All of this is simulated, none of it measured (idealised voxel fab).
The process module that follows is named voxel transistor to metal.
Square cell edge 5 nm, section width 210 nm, ID cut.
Cross-section format: a grid of square cells, given as bands from top to bottom; each band is one or more rows of cells. First you get the band's top height and its bottom height, in nm, and then the materials it's made of, left to right, with each width in nm. If you see a single material with "everywhere", that one covers the band edge to edge. "air" is empty space. For the purposes of this specification, 0 denotes the height below which the wafer in its as-received condition is composed wholly of one material, and the lowermost band, lacking a lower limit, extends downward without end, as expressed in "0 and below". Note: "30 to 40" means the width goes from the first number (top row of the band) to the second number (bottom row) in equal steps per row of cells. Step note "nothing changed" = no cross-section cell changed. "Fully closed voids" enumerates empty spaces isolated from the top, with no open way to it, that contain at least 8 cells, giving each as width x height at distance from the left edge, all three in nm. Text after the settings on a step's line: the simulator's own remark on that step. overlay nm: for a step with a mask, the amount by which the mask lay right of where it was planned; a negative amount means left of it.

**plan**
step 1: RECEIVE,material Si
step 2: CONFORMAL_DEP,material SiO2,thk nm 5
step 3: CONFORMAL_DEP,material SiN,thk nm 15
step 4: PATTERN,tone cover,mask id ACTIVE,material resist,width nm 115,thk nm 15,overlay nm 0
step 5: DIRECTIONAL_ETCH,etch materials SiN,depth nm 15
step 6: DIRECTIONAL_ETCH,etch materials SiO2,depth nm 5
step 7: DIRECTIONAL_ETCH,etch materials Si,depth nm 20
step 8: STRIP,etch materials resist
step 9: FILL_DEP,material SiO2,thk nm 10
step 10: CMP,height nm 20
step 11: SELECTIVE_ETCH,etch materials SiO2,depth nm 15
step 12: STRIP,etch materials SiN
step 13: SELECTIVE_ETCH,etch materials SiO2,depth nm 5
step 14: OXIDIZE,depth nm 5
step 15: DIRECTIONAL_DEP,material polySi,thk nm 25
step 16: DIRECTIONAL_DEP,material SiCN,thk nm 10
step 17: PATTERN,tone cover,mask id GATE,material resist,width nm 25,thk nm 20,overlay nm 0
step 18: DIRECTIONAL_ETCH,etch materials SiCN,depth nm 20
step 19: DIRECTIONAL_ETCH,etch materials polySi,depth nm 35
step 20: STRIP,etch materials resist
step 21: CONFORMAL_DEP,material SiO2,thk nm 5
step 22: DIRECTIONAL_ETCH,etch materials SiO2,depth nm 5
step 23: CONFORMAL_DEP,material SiN,thk nm 10
step 24: DIRECTIONAL_ETCH,etch materials SiN,depth nm 10
step 25: DIRECTIONAL_ETCH,etch materials SiO2,depth nm 5
step 26: DIRECTIONAL_ETCH,etch materials Si,depth nm 15
step 27: EPI,material pSi,thk nm 20
step 28: FILL_DEP,material SiO2,thk nm 10
step 29: CMP,height nm 35
step 30: DIRECTIONAL_DEP,material SiO2,thk nm 15
step 31: DIRECTIONAL_DEP,material aC,thk nm 15
step 32: PATTERN,tone open,mask id CONTACT,material resist,width nm 30,pitch nm 65,thk nm 30,overlay nm 0
step 33: DIRECTIONAL_ETCH,etch materials aC,depth nm 15
step 34: STRIP,etch materials resist
step 35: DIRECTIONAL_ETCH,etch materials SiO2,depth nm 35
step 36: STRIP,etch materials aC
step 37: CONFORMAL_DEP,material TiN,thk nm 5
step 38: FILL_DEP,material W,thk nm 10
step 39: CMP,height nm 50
step 40: CONFORMAL_DEP,material SiCN,thk nm 5
step 41: DIRECTIONAL_DEP,material lowk,thk nm 20
step 42: DIRECTIONAL_DEP,material aC,thk nm 10
step 43: PATTERN,tone open,mask id METAL_1,material resist,width nm 15,pitch nm 80,thk nm 30,overlay nm 0
step 44: DIRECTIONAL_ETCH,etch materials aC,depth nm 10
step 45: STRIP,etch materials resist
step 46: DIRECTIONAL_ETCH,etch materials lowk,depth nm 20
step 47: DIRECTIONAL_ETCH,etch materials SiCN,depth nm 5
step 48: STRIP,etch materials aC
step 49: CONFORMAL_DEP,material TiN,thk nm 5
step 50: FILL_DEP,material W,thk nm 10
step 51: CMP,height nm 75
step 52: EPI,material Ru,thk nm 5
step 53: FILL_DEP,material SiCN,thk nm 5
step 54: DIRECTIONAL_DEP,material SiO2,thk nm 30
step 55: PATTERN,tone open,mask id METAL_2,material resist,width nm 15,pitch nm 80,thk nm 20,overlay nm 0
step 56: DIRECTIONAL_ETCH,etch materials SiO2,depth nm 20
step 57: STRIP,etch materials resist
step 58: MASKED_ETCH,tone open,mask id METAL_2_HOLES,width nm 15,pitch nm 80,etch materials SiO2,depth nm 10,overlay nm 0
step 59: MASKED_ETCH,tone open,mask id METAL_2_HOLES,width nm 15,pitch nm 80,etch materials SiCN,depth nm 5,overlay nm 0
step 60: CONFORMAL_DEP,material TiN,thk nm 5
step 61: FILL_DEP,material Cu,thk nm 10
step 62: CMP,height nm 115
step 63: CONFORMAL_DEP,material SiN,thk nm 5

**So, the first of our two wafers, run just as we planned it**

**This is the cross-section of the wafer as we received it, i.e. after step 1**
    0 and below | Si everywhere
    Fully closed voids: none

**Cross-section through the wafer, step 2 finished**
    5 down to 0 | SiO2 everywhere
    Under 0: no change, same as before.

**Cross-section through the wafer, step 3 finished**
    20 down to 5 | SiN everywhere
    Under 5: no change, same as before.

**Cross-section through the wafer, step 4 finished**
    35 down to 20 | air (45), then resist (115), then air (50)
    Under 20: no change, same as before.

**Cross-section through the wafer, step 5 finished**
    35 down to 20 | air (45), then resist (115), then air (50)
    20 down to 5 | air (45), then SiN (115), then air (50)
    Under 5: no change, same as before.

**Cross-section through the wafer, step 6 finished**
    35 down to 20 | air (45), then resist (115), then air (50)
    20 down to 5 | air (45), then SiN (115), then air (50)
    5 down to 0 | air (45), then SiO2 (115), then air (50)
    Under 0: no change, same as before.

**Cross-section through the wafer, step 7 finished**
    35 down to 20 | air (45), then resist (115), then air (50)
    20 down to 5 | air (45), then SiN (115), then air (50)
    5 down to 0 | air (45), then SiO2 (115), then air (50)
    0 down to -20 | air (45), then Si (115), then air (50)
    Under -20: no change, same as before.

**Cross-section through the wafer, step 8 finished**
    20 down to 5 | air (45), then SiN (115), then air (50)
    Under 5: no change, same as before.

**Cross-section through the wafer, step 9 finished**
    30 down to 20 | SiO2 everywhere
    20 down to 5 | SiO2 (45), then SiN (115), then SiO2 (50)
    5 down to 0 | SiO2 everywhere
    0 down to -20 | SiO2 (45), then Si (115), then SiO2 (50)
    Under -20: no change, same as before.

**Cross-section through the wafer, step 10 finished**
    20 down to 5 | SiO2 (45), then SiN (115), then SiO2 (50)
    Under 5: no change, same as before.

**Cross-section through the wafer, step 11 finished**
    20 down to 5 | air (45), then SiN (115), then air (50)
    Under 5: no change, same as before.

**Cross-section through the wafer, step 12 finished**
    5 down to 0 | SiO2 everywhere
    Under 0: no change, same as before.

**Cross-section through the wafer, step 13 finished**
    0 down to -20 | SiO2 (45), then Si (115), then SiO2 (50)
    Under -20: no change, same as before.

**Cross-section through the wafer, step 14 finished**
    0 down to -5 | SiO2 everywhere
    Under -5: no change, same as before.

**Cross-section through the wafer, step 15 finished**
    25 down to 0 | polySi everywhere
    Under 0: no change, same as before.

**Cross-section through the wafer, step 16 finished**
    35 down to 25 | SiCN everywhere
    Under 25: no change, same as before.

**Cross-section through the wafer, step 17 finished**
    55 down to 35 | air (90), then resist (25), then air (95)
    Under 35: no change, same as before.

**Cross-section through the wafer, step 18 finished**
    55 down to 35 | air (90), then resist (25), then air (95)
    35 down to 25 | air (90), then SiCN (25), then air (95)
    Under 25: no change, same as before.

**Cross-section through the wafer, step 19 finished**
    55 down to 35 | air (90), then resist (25), then air (95)
    35 down to 25 | air (90), then SiCN (25), then air (95)
    25 down to 0 | air (90), then polySi (25), then air (95)
    Under 0: no change, same as before.

**Cross-section through the wafer, step 20 finished**
    35 down to 25 | air (90), then SiCN (25), then air (95)
    Under 25: no change, same as before.

**Cross-section through the wafer, step 21 finished**
    40 down to 35 | air (85), then SiO2 (35), then air (90)
    35 down to 25 | air (85), then SiO2 (5), then SiCN (25), then SiO2 (5), then air (90)
    25 down to 5 | air (85), then SiO2 (5), then polySi (25), then SiO2 (5), then air (90)
    5 down to 0 | SiO2 (90), then polySi (25), then SiO2 (95)
    Under 0: no change, same as before.

**Cross-section through the wafer, step 22 finished**
    35 down to 25 | air (85), then SiO2 (5), then SiCN (25), then SiO2 (5), then air (90)
    25 down to 0 | air (85), then SiO2 (5), then polySi (25), then SiO2 (5), then air (90)
    Under 0: no change, same as before.

**Cross-section through the wafer, step 23 finished**
    45 down to 35 | air (75), then SiN (55), then air (80)
    35 down to 25 | air (75), then SiN (10), then SiO2 (5), then SiCN (25), then SiO2 (5), then SiN (10), then air (80)
    25 down to 10 | air (75), then SiN (10), then SiO2 (5), then polySi (25), then SiO2 (5), then SiN (10), then air (80)
    10 down to 0 | SiN (85), then SiO2 (5), then polySi (25), then SiO2 (5), then SiN (90)
    Under 0: no change, same as before.

**Cross-section through the wafer, step 24 finished**
    35 down to 25 | air (75), then SiN (10), then SiO2 (5), then SiCN (25), then SiO2 (5), then SiN (10), then air (80)
    25 down to 0 | air (75), then SiN (10), then SiO2 (5), then polySi (25), then SiO2 (5), then SiN (10), then air (80)
    Under 0: no change, same as before.

**Cross-section through the wafer, step 25 finished**
    35 down to 30 | air (75), then SiN (10), then air (5), then SiCN (25), then air (5), then SiN (10), then air (80)
    30 down to 25 | air (75), then SiN (10), then SiO2 (5), then SiCN (25), then SiO2 (5), then SiN (10), then air (80)
    25 down to 0 | air (75), then SiN (10), then SiO2 (5), then polySi (25), then SiO2 (5), then SiN (10), then air (80)
    0 down to -5 | air (75), then SiO2 (55), then air (80)
    Under -5: no change, same as before.

**Cross-section through the wafer, step 26 finished**
    35 down to 30 | air (75), then SiN (10), then air (5), then SiCN (25), then air (5), then SiN (10), then air (80)
    30 down to 25 | air (75), then SiN (10), then SiO2 (5), then SiCN (25), then SiO2 (5), then SiN (10), then air (80)
    25 down to 0 | air (75), then SiN (10), then SiO2 (5), then polySi (25), then SiO2 (5), then SiN (10), then air (80)
    0 down to -5 | air (75), then SiO2 (55), then air (80)
    -5 down to -20 | SiO2 (45), then air (30), then Si (55), then air (30), then SiO2 (50)
    Under -20: no change, same as before.

**Cross-section through the wafer, step 27 finished**
    35 down to 30 | air (75), then SiN (10), then air (5), then SiCN (25), then air (5), then SiN (10), then air (80)
    30 down to 25 | air (75), then SiN (10), then SiO2 (5), then SiCN (25), then SiO2 (5), then SiN (10), then air (80)
    25 down to 15 | air (75), then SiN (10), then SiO2 (5), then polySi (25), then SiO2 (5), then SiN (10), then air (80)
    15 down to 0 | air (55), then pSi (20), then SiN (10), then SiO2 (5), then polySi (25), then SiO2 (5), then SiN (10), then pSi (20), then air (60)
    0 down to -5 | air (40), then pSi (35), then SiO2 (55), then pSi (35), then air (45)
    -5 down to -20 | SiO2 (45), then pSi (30), then Si (55), then pSi (30), then SiO2 (50)
    Under -20: no change, same as before.

**Cross-section through the wafer, step 28 finished**
    45 down to 35 | SiO2 everywhere
    35 down to 25 | SiO2 (75), then SiN (10), then SiO2 (5), then SiCN (25), then SiO2 (5), then SiN (10), then SiO2 (80)
    25 down to 15 | SiO2 (75), then SiN (10), then SiO2 (5), then polySi (25), then SiO2 (5), then SiN (10), then SiO2 (80)
    15 down to 0 | SiO2 (55), then pSi (20), then SiN (10), then SiO2 (5), then polySi (25), then SiO2 (5), then SiN (10), then pSi (20), then SiO2 (60)
    0 down to -5 | SiO2 (40), then pSi (35), then SiO2 (55), then pSi (35), then SiO2 (45)
    Under -5: no change, same as before.

**Cross-section through the wafer, step 29 finished**
    35 down to 25 | SiO2 (75), then SiN (10), then SiO2 (5), then SiCN (25), then SiO2 (5), then SiN (10), then SiO2 (80)
    Under 25: no change, same as before.

**Cross-section through the wafer, step 30 finished**
    50 down to 35 | SiO2 everywhere
    Under 35: no change, same as before.

**Cross-section through the wafer, step 31 finished**
    65 down to 50 | aC everywhere
    Under 50: no change, same as before.

**Cross-section through the wafer, step 32 finished**
    95 down to 65 | resist (55), then air (30), then resist (35), then air (30), then resist (60)
    Under 65: no change, same as before.

**Cross-section through the wafer, step 33 finished**
    80 down to 65 | resist (55), then air (30), then resist (35), then air (30), then resist (60)
    65 down to 50 | aC (55), then air (30), then aC (35), then air (30), then aC (60)
    Under 50: no change, same as before.

**Cross-section through the wafer, step 34 finished**
    65 down to 50 | aC (55), then air (30), then aC (35), then air (30), then aC (60)
    Under 50: no change, same as before.

**Cross-section through the wafer, step 35 finished**
    65 down to 50 | aC (55), then air (30), then aC (35), then air (30), then aC (60)
    50 down to 35 | SiO2 (55), then air (30), then SiO2 (35), then air (30), then SiO2 (60)
    35 down to 25 | SiO2 (55), then air (20), then SiN (10), then SiO2 (5), then SiCN (25), then SiO2 (5), then SiN (10), then air (20), then SiO2 (60)
    25 down to 15 | SiO2 (55), then air (20), then SiN (10), then SiO2 (5), then polySi (25), then SiO2 (5), then SiN (10), then air (20), then SiO2 (60)
    Under 15: no change, same as before.

**Cross-section through the wafer, step 36 finished**
    50 down to 35 | SiO2 (55), then air (30), then SiO2 (35), then air (30), then SiO2 (60)
    Under 35: no change, same as before.

**Cross-section through the wafer, step 37 finished**
    55 down to 50 | TiN (60), then air (20), then TiN (45), then air (20), then TiN (65)
    50 down to 40 | SiO2 (55), then TiN (5), then air (20), then TiN (5), then SiO2 (35), then TiN (5), then air (20), then TiN (5), then SiO2 (60)
    40 down to 35 | SiO2 (55), then TiN (5), then air (10), then TiN (15), then SiO2 (35), then TiN (15), then air (10), then TiN (5), then SiO2 (60)
    35 down to 25 | SiO2 (55), then TiN (5), then air (10), then TiN (5), then SiN (10), then SiO2 (5), then SiCN (25), then SiO2 (5), then SiN (10), then TiN (5), then air (10), then TiN (5), then SiO2 (60)
    25 down to 20 | SiO2 (55), then TiN (5), then air (10), then TiN (5), then SiN (10), then SiO2 (5), then polySi (25), then SiO2 (5), then SiN (10), then TiN (5), then air (10), then TiN (5), then SiO2 (60)
    20 down to 15 | SiO2 (55), then TiN (20), then SiN (10), then SiO2 (5), then polySi (25), then SiO2 (5), then SiN (10), then TiN (20), then SiO2 (60)
    Under 15: no change, same as before.

**Cross-section through the wafer, step 38 finished**
    65 down to 55 | W everywhere
    55 down to 50 | TiN (60), then W (20), then TiN (45), then W (20), then TiN (65)
    50 down to 40 | SiO2 (55), then TiN (5), then W (20), then TiN (5), then SiO2 (35), then TiN (5), then W (20), then TiN (5), then SiO2 (60)
    40 down to 35 | SiO2 (55), then TiN (5), then W (10), then TiN (15), then SiO2 (35), then TiN (15), then W (10), then TiN (5), then SiO2 (60)
    35 down to 25 | SiO2 (55), then TiN (5), then W (10), then TiN (5), then SiN (10), then SiO2 (5), then SiCN (25), then SiO2 (5), then SiN (10), then TiN (5), then W (10), then TiN (5), then SiO2 (60)
    25 down to 20 | SiO2 (55), then TiN (5), then W (10), then TiN (5), then SiN (10), then SiO2 (5), then polySi (25), then SiO2 (5), then SiN (10), then TiN (5), then W (10), then TiN (5), then SiO2 (60)
    Under 20: no change, same as before.

**Cross-section through the wafer, step 39 finished**
    50 down to 40 | SiO2 (55), then TiN (5), then W (20), then TiN (5), then SiO2 (35), then TiN (5), then W (20), then TiN (5), then SiO2 (60)
    Under 40: no change, same as before.

**Cross-section through the wafer, step 40 finished**
    55 down to 50 | SiCN everywhere
    Under 50: no change, same as before.

**Cross-section through the wafer, step 41 finished**
    75 down to 55 | lowk everywhere
    Under 55: no change, same as before.

**Cross-section through the wafer, step 42 finished**
    85 down to 75 | aC everywhere
    Under 75: no change, same as before.

**Cross-section through the wafer, step 43 finished**
    115 down to 85 | resist (55), then air (15), then resist (65), then air (15), then resist (60)
    Under 85: no change, same as before.

**Cross-section through the wafer, step 44 finished**
    105 down to 85 | resist (55), then air (15), then resist (65), then air (15), then resist (60)
    85 down to 75 | aC (55), then air (15), then aC (65), then air (15), then aC (60)
    Under 75: no change, same as before.

**Cross-section through the wafer, step 45 finished**
    85 down to 75 | aC (55), then air (15), then aC (65), then air (15), then aC (60)
    Under 75: no change, same as before.

**Cross-section through the wafer, step 46 finished**
    85 down to 75 | aC (55), then air (15), then aC (65), then air (15), then aC (60)
    75 down to 55 | lowk (55), then air (15), then lowk (65), then air (15), then lowk (60)
    Under 55: no change, same as before.

**Cross-section through the wafer, step 47 finished**
    85 down to 75 | aC (55), then air (15), then aC (65), then air (15), then aC (60)
    75 down to 55 | lowk (55), then air (15), then lowk (65), then air (15), then lowk (60)
    55 down to 50 | SiCN (55), then air (15), then SiCN (65), then air (15), then SiCN (60)
    Under 50: no change, same as before.

**Cross-section through the wafer, step 48 finished**
    75 down to 55 | lowk (55), then air (15), then lowk (65), then air (15), then lowk (60)
    Under 55: no change, same as before.

**Cross-section through the wafer, step 49 finished**
    80 down to 75 | TiN (60), then air (5), then TiN (75), then air (5), then TiN (65)
    75 down to 55 | lowk (55), then TiN (5), then air (5), then TiN (5), then lowk (65), then TiN (5), then air (5), then TiN (5), then lowk (60)
    55 down to 50 | SiCN (55), then TiN (15), then SiCN (65), then TiN (15), then SiCN (60)
    Under 50: no change, same as before.

**Cross-section through the wafer, step 50 finished**
    90 down to 80 | W everywhere
    80 down to 75 | TiN (60), then W (5), then TiN (75), then W (5), then TiN (65)
    75 down to 55 | lowk (55), then TiN (5), then W (5), then TiN (5), then lowk (65), then TiN (5), then W (5), then TiN (5), then lowk (60)
    Under 55: no change, same as before.

**Cross-section through the wafer, step 51 finished**
    75 down to 55 | lowk (55), then TiN (5), then W (5), then TiN (5), then lowk (65), then TiN (5), then W (5), then TiN (5), then lowk (60)
    Under 55: no change, same as before.

**Cross-section through the wafer, step 52 finished**
    80 down to 75 | air (50), then Ru (25), then air (55), then Ru (25), then air (55)
    Under 75: no change, same as before.

**Cross-section through the wafer, step 53 finished**
    85 down to 80 | SiCN everywhere
    80 down to 75 | SiCN (50), then Ru (25), then SiCN (55), then Ru (25), then SiCN (55)
    Under 75: no change, same as before.

**Cross-section through the wafer, step 54 finished**
    115 down to 85 | SiO2 everywhere
    Under 85: no change, same as before.

**Cross-section through the wafer, step 55 finished**
    135 down to 115 | resist (55), then air (15), then resist (65), then air (15), then resist (60)
    Under 115: no change, same as before.

**Cross-section through the wafer, step 56 finished**
    135 down to 115 | resist (55), then air (15), then resist (65), then air (15), then resist (60)
    115 down to 95 | SiO2 (55), then air (15), then SiO2 (65), then air (15), then SiO2 (60)
    Under 95: no change, same as before.

**Cross-section through the wafer, step 57 finished**
    115 down to 95 | SiO2 (55), then air (15), then SiO2 (65), then air (15), then SiO2 (60)
    Under 95: no change, same as before.

**Cross-section through the wafer, step 58 finished**
    115 down to 85 | SiO2 (55), then air (15), then SiO2 (65), then air (15), then SiO2 (60)
    Under 85: no change, same as before.

**Cross-section through the wafer, step 59 finished**
    115 down to 85 | SiO2 (55), then air (15), then SiO2 (65), then air (15), then SiO2 (60)
    85 down to 80 | SiCN (55), then air (15), then SiCN (65), then air (15), then SiCN (60)
    Under 80: no change, same as before.

**Cross-section through the wafer, step 60 finished**
    120 down to 115 | TiN (60), then air (5), then TiN (75), then air (5), then TiN (65)
    115 down to 85 | SiO2 (55), then TiN (5), then air (5), then TiN (5), then SiO2 (65), then TiN (5), then air (5), then TiN (5), then SiO2 (60)
    85 down to 80 | SiCN (55), then TiN (15), then SiCN (65), then TiN (15), then SiCN (60)
    Under 80: no change, same as before.

**Cross-section through the wafer, step 61 finished**
    130 down to 120 | Cu everywhere
    120 down to 115 | TiN (60), then Cu (5), then TiN (75), then Cu (5), then TiN (65)
    115 down to 85 | SiO2 (55), then TiN (5), then Cu (5), then TiN (5), then SiO2 (65), then TiN (5), then Cu (5), then TiN (5), then SiO2 (60)
    Under 85: no change, same as before.

**Cross-section through the wafer, step 62 finished**
    115 down to 85 | SiO2 (55), then TiN (5), then Cu (5), then TiN (5), then SiO2 (65), then TiN (5), then Cu (5), then TiN (5), then SiO2 (60)
    Under 85: no change, same as before.

**Cross-section through the wafer, step 63 finished**
    120 down to 115 | SiN everywhere
    Under 115: no change, same as before.

**Second Wafer (Identical Start and Plan, One Processing Error; Matches First Wafer Through Step 31)**

**Cross-section of the second wafer at the time step 32 of the plan should have ended**
    95 down to 65 | resist (60), then air (30), then resist (35), then air (30), then resist (55)
    Under 65: no change, same as before.

**Cross-section of the second wafer at the time step 33 of the plan should have ended**
    80 down to 65 | resist (60), then air (30), then resist (35), then air (30), then resist (55)
    65 down to 50 | aC (60), then air (30), then aC (35), then air (30), then aC (55)
    Under 50: no change, same as before.

**Cross-section of the second wafer at the time step 34 of the plan should have ended**
    65 down to 50 | aC (60), then air (30), then aC (35), then air (30), then aC (55)
    Under 50: no change, same as before.

**Cross-section of the second wafer at the time step 35 of the plan should have ended**
    65 down to 50 | aC (60), then air (30), then aC (35), then air (30), then aC (55)
    50 down to 35 | SiO2 (60), then air (30), then SiO2 (35), then air (30), then SiO2 (55)
    35 down to 25 | SiO2 (60), then air (15), then SiN (10), then air (5), then SiCN (25), then SiO2 (5), then SiN (10), then air (25), then SiO2 (55)
    25 down to 15 | SiO2 (60), then air (15), then SiN (10), then air (5), then polySi (25), then SiO2 (5), then SiN (10), then air (25), then SiO2 (55)
    Under 15: no change, same as before.

**Cross-section of the second wafer at the time step 36 of the plan should have ended**
    50 down to 35 | SiO2 (60), then air (30), then SiO2 (35), then air (30), then SiO2 (55)
    Under 35: no change, same as before.

**Cross-section of the second wafer at the time step 37 of the plan should have ended**
    55 down to 50 | TiN (65), then air (20), then TiN (45), then air (20), then TiN (60)
    50 down to 40 | SiO2 (60), then TiN (5), then air (20), then TiN (5), then SiO2 (35), then TiN (5), then air (20), then TiN (5), then SiO2 (55)
    40 down to 35 | SiO2 (60), then TiN (5), then air (5), then TiN (20), then SiO2 (35), then TiN (10), then air (15), then TiN (5), then SiO2 (55)
    35 down to 25 | SiO2 (60), then TiN (5), then air (5), then TiN (5), then SiN (10), then TiN (5), then SiCN (25), then SiO2 (5), then SiN (10), then TiN (5), then air (15), then TiN (5), then SiO2 (55)
    25 down to 20 | SiO2 (60), then TiN (5), then air (5), then TiN (5), then SiN (10), then TiN (5), then polySi (25), then SiO2 (5), then SiN (10), then TiN (5), then air (15), then TiN (5), then SiO2 (55)
    20 down to 15 | SiO2 (60), then TiN (15), then SiN (10), then TiN (5), then polySi (25), then SiO2 (5), then SiN (10), then TiN (25), then SiO2 (55)
    Under 15: no change, same as before.

**Cross-section of the second wafer at the time step 38 of the plan should have ended**
    65 down to 55 | W everywhere
    55 down to 50 | TiN (65), then W (20), then TiN (45), then W (20), then TiN (60)
    50 down to 40 | SiO2 (60), then TiN (5), then W (20), then TiN (5), then SiO2 (35), then TiN (5), then W (20), then TiN (5), then SiO2 (55)
    40 down to 35 | SiO2 (60), then TiN (5), then W (5), then TiN (20), then SiO2 (35), then TiN (10), then W (15), then TiN (5), then SiO2 (55)
    35 down to 25 | SiO2 (60), then TiN (5), then W (5), then TiN (5), then SiN (10), then TiN (5), then SiCN (25), then SiO2 (5), then SiN (10), then TiN (5), then W (15), then TiN (5), then SiO2 (55)
    25 down to 20 | SiO2 (60), then TiN (5), then W (5), then TiN (5), then SiN (10), then TiN (5), then polySi (25), then SiO2 (5), then SiN (10), then TiN (5), then W (15), then TiN (5), then SiO2 (55)
    Under 20: no change, same as before.

**Cross-section of the second wafer at the time step 39 of the plan should have ended**
    50 down to 40 | SiO2 (60), then TiN (5), then W (20), then TiN (5), then SiO2 (35), then TiN (5), then W (20), then TiN (5), then SiO2 (55)
    Under 40: no change, same as before.

**Cross-section of the second wafer at the time step 40 of the plan should have ended**
    55 down to 50 | SiCN everywhere
    Under 50: no change, same as before.

**Cross-section of the second wafer at the time step 41 of the plan should have ended**
    75 down to 55 | lowk everywhere
    Under 55: no change, same as before.

**Cross-section of the second wafer at the time step 42 of the plan should have ended**
    85 down to 75 | aC everywhere
    Under 75: no change, same as before.

**Cross-section of the second wafer at the time step 43 of the plan should have ended**
    115 down to 85 | resist (55), then air (15), then resist (65), then air (15), then resist (60)
    Under 85: no change, same as before.

**Cross-section of the second wafer at the time step 44 of the plan should have ended**
    105 down to 85 | resist (55), then air (15), then resist (65), then air (15), then resist (60)
    85 down to 75 | aC (55), then air (15), then aC (65), then air (15), then aC (60)
    Under 75: no change, same as before.

**Cross-section of the second wafer at the time step 45 of the plan should have ended**
    85 down to 75 | aC (55), then air (15), then aC (65), then air (15), then aC (60)
    Under 75: no change, same as before.

**Cross-section of the second wafer at the time step 46 of the plan should have ended**
    85 down to 75 | aC (55), then air (15), then aC (65), then air (15), then aC (60)
    75 down to 55 | lowk (55), then air (15), then lowk (65), then air (15), then lowk (60)
    Under 55: no change, same as before.

**Cross-section of the second wafer at the time step 47 of the plan should have ended**
    85 down to 75 | aC (55), then air (15), then aC (65), then air (15), then aC (60)
    75 down to 55 | lowk (55), then air (15), then lowk (65), then air (15), then lowk (60)
    55 down to 50 | SiCN (55), then air (15), then SiCN (65), then air (15), then SiCN (60)
    Under 50: no change, same as before.

**Cross-section of the second wafer at the time step 48 of the plan should have ended**
    75 down to 55 | lowk (55), then air (15), then lowk (65), then air (15), then lowk (60)
    Under 55: no change, same as before.

**Cross-section of the second wafer at the time step 49 of the plan should have ended**
    80 down to 75 | TiN (60), then air (5), then TiN (75), then air (5), then TiN (65)
    75 down to 55 | lowk (55), then TiN (5), then air (5), then TiN (5), then lowk (65), then TiN (5), then air (5), then TiN (5), then lowk (60)
    55 down to 50 | SiCN (55), then TiN (15), then SiCN (65), then TiN (15), then SiCN (60)
    Under 50: no change, same as before.

**Cross-section of the second wafer at the time step 50 of the plan should have ended**
    90 down to 80 | W everywhere
    80 down to 75 | TiN (60), then W (5), then TiN (75), then W (5), then TiN (65)
    75 down to 55 | lowk (55), then TiN (5), then W (5), then TiN (5), then lowk (65), then TiN (5), then W (5), then TiN (5), then lowk (60)
    Under 55: no change, same as before.

**Cross-section of the second wafer at the time step 51 of the plan should have ended**
    75 down to 55 | lowk (55), then TiN (5), then W (5), then TiN (5), then lowk (65), then TiN (5), then W (5), then TiN (5), then lowk (60)
    Under 55: no change, same as before.

**Cross-section of the second wafer at the time step 52 of the plan should have ended**
    80 down to 75 | air (50), then Ru (25), then air (55), then Ru (25), then air (55)
    Under 75: no change, same as before.

**Cross-section of the second wafer at the time step 53 of the plan should have ended**
    85 down to 80 | SiCN everywhere
    80 down to 75 | SiCN (50), then Ru (25), then SiCN (55), then Ru (25), then SiCN (55)
    Under 75: no change, same as before.

**Cross-section of the second wafer at the time step 54 of the plan should have ended**
    115 down to 85 | SiO2 everywhere
    Under 85: no change, same as before.

**Cross-section of the second wafer at the time step 55 of the plan should have ended**
    135 down to 115 | resist (55), then air (15), then resist (65), then air (15), then resist (60)
    Under 115: no change, same as before.

**Cross-section of the second wafer at the time step 56 of the plan should have ended**
    135 down to 115 | resist (55), then air (15), then resist (65), then air (15), then resist (60)
    115 down to 95 | SiO2 (55), then air (15), then SiO2 (65), then air (15), then SiO2 (60)
    Under 95: no change, same as before.

**Cross-section of the second wafer at the time step 57 of the plan should have ended**
    115 down to 95 | SiO2 (55), then air (15), then SiO2 (65), then air (15), then SiO2 (60)
    Under 95: no change, same as before.

**Cross-section of the second wafer at the time step 58 of the plan should have ended**
    115 down to 85 | SiO2 (55), then air (15), then SiO2 (65), then air (15), then SiO2 (60)
    Under 85: no change, same as before.

**Cross-section of the second wafer at the time step 59 of the plan should have ended**
    115 down to 85 | SiO2 (55), then air (15), then SiO2 (65), then air (15), then SiO2 (60)
    85 down to 80 | SiCN (55), then air (15), then SiCN (65), then air (15), then SiCN (60)
    Under 80: no change, same as before.

**Cross-section of the second wafer at the time step 60 of the plan should have ended**
    120 down to 115 | TiN (60), then air (5), then TiN (75), then air (5), then TiN (65)
    115 down to 85 | SiO2 (55), then TiN (5), then air (5), then TiN (5), then SiO2 (65), then TiN (5), then air (5), then TiN (5), then SiO2 (60)
    85 down to 80 | SiCN (55), then TiN (15), then SiCN (65), then TiN (15), then SiCN (60)
    Under 80: no change, same as before.

**Cross-section of the second wafer at the time step 61 of the plan should have ended**
    130 down to 120 | Cu everywhere
    120 down to 115 | TiN (60), then Cu (5), then TiN (75), then Cu (5), then TiN (65)
    115 down to 85 | SiO2 (55), then TiN (5), then Cu (5), then TiN (5), then SiO2 (65), then TiN (5), then Cu (5), then TiN (5), then SiO2 (60)
    Under 85: no change, same as before.

**Cross-section of the second wafer at the time step 62 of the plan should have ended**
    115 down to 85 | SiO2 (55), then TiN (5), then Cu (5), then TiN (5), then SiO2 (65), then TiN (5), then Cu (5), then TiN (5), then SiO2 (60)
    Under 85: no change, same as before.

**Cross-section of the second wafer at the time step 63 of the plan should have ended**
    120 down to 115 | SiN everywhere
    Under 115: no change, same as before.
what went wrong: step 32: run off-plan, actual operation and settings PATTERN,tone open,mask id CONTACT,material resist,width nm 30,pitch nm 65,thk nm 30,overlay nm 5
Cell-count delta at end, second wafer over first, by material: SiO2: 4 fewer, TiN: 4 more
